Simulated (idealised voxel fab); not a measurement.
process module | voxel self aligned contacts
cross-section cut | 300 nm wide | cells 5 nm
A cross-section is a grid of square cells, given in bands from the top down. A band is one or more rows of cells.
Each band's line starts with the height of the band's top and of its bottom, in nm. Then come its materials from left to right, each with its width in nm. One material with "throughout" fills the band from edge to edge. "air" is empty space.
Height 0 is the level under which the wafer as received is all one material. The lowest band goes on downwards, as in "0 down".
A width such as "30 to 40" changes by the same amount from each row of cells to the next, from the band's top row to its bottom row.
"no change" after a step means that no cell of the cross-section changed.
closed voids: empty space of 8 cells or more with no open way to the top, each as width x height at its distance from the left edge, in nm
after a step's settings: what the simulator itself notes on the step
overlay nm, on a step with a mask: how far to the right of its planned place the mask lay; to the left if negative
plan
1 op RECEIVE | material Si
2 op OXIDIZE | depth nm 5
3 op DIRECTIONAL_DEP | material polySi | thk nm 25
4 op DIRECTIONAL_DEP | material SiN | thk nm 25
5 op PATTERN | tone cover | mask id GATE | material resist | width nm 25 | pitch nm 65 | thk nm 15 | overlay nm 0
6 op DIRECTIONAL_ETCH | etch materials SiN | depth nm 25
7 op DIRECTIONAL_ETCH | etch materials polySi | depth nm 25
8 op STRIP | etch materials resist
9 op CONFORMAL_DEP | material SiN | thk nm 10
10 op DIRECTIONAL_ETCH | etch materials SiN | depth nm 10
11 op FILL_DEP | material SiO2 | thk nm 15
12 op CMP | height nm 60
13 op MASKED_ETCH | tone open | mask id CONTACT | width nm 50 | etch materials SiO2 | depth nm 65 | overlay nm 0
14 op CONFORMAL_DEP | material TiN | thk nm 5
15 op FILL_DEP | material Ru | thk nm 5
16 op CMP | height nm 60
17 op CONFORMAL_DEP | material SiCN | thk nm 5
as received, after step 1
  0 down: Si throughout
  closed voids: none
a wafer at the end: this start, this plan, one mistake
  65 to 60: SiCN throughout
  60 to 50: SiO2 125 | TiN 5 to 20 | Ru 40 to 10 | TiN 5 to 20 | SiO2 125
  50 to 25: SiO2 95 | SiN 45 | TiN 5 | Ru 10 | TiN 5 | SiN 45 | SiO2 95
  25 to 5: SiO2 95 | SiN 10 | polySi 25 | SiN 10 | TiN 5 | Ru 10 | TiN 5 | SiN 10 | polySi 25 | SiN 10 | SiO2 95
  5 to 0: SiO2 95 | SiN 10 | polySi 25 | SiN 10 | TiN 20 | SiN 10 | polySi 25 | SiN 10 | SiO2 95
  0 down: Si throughout
  closed voids: none
what went wrong: step 2 was left out
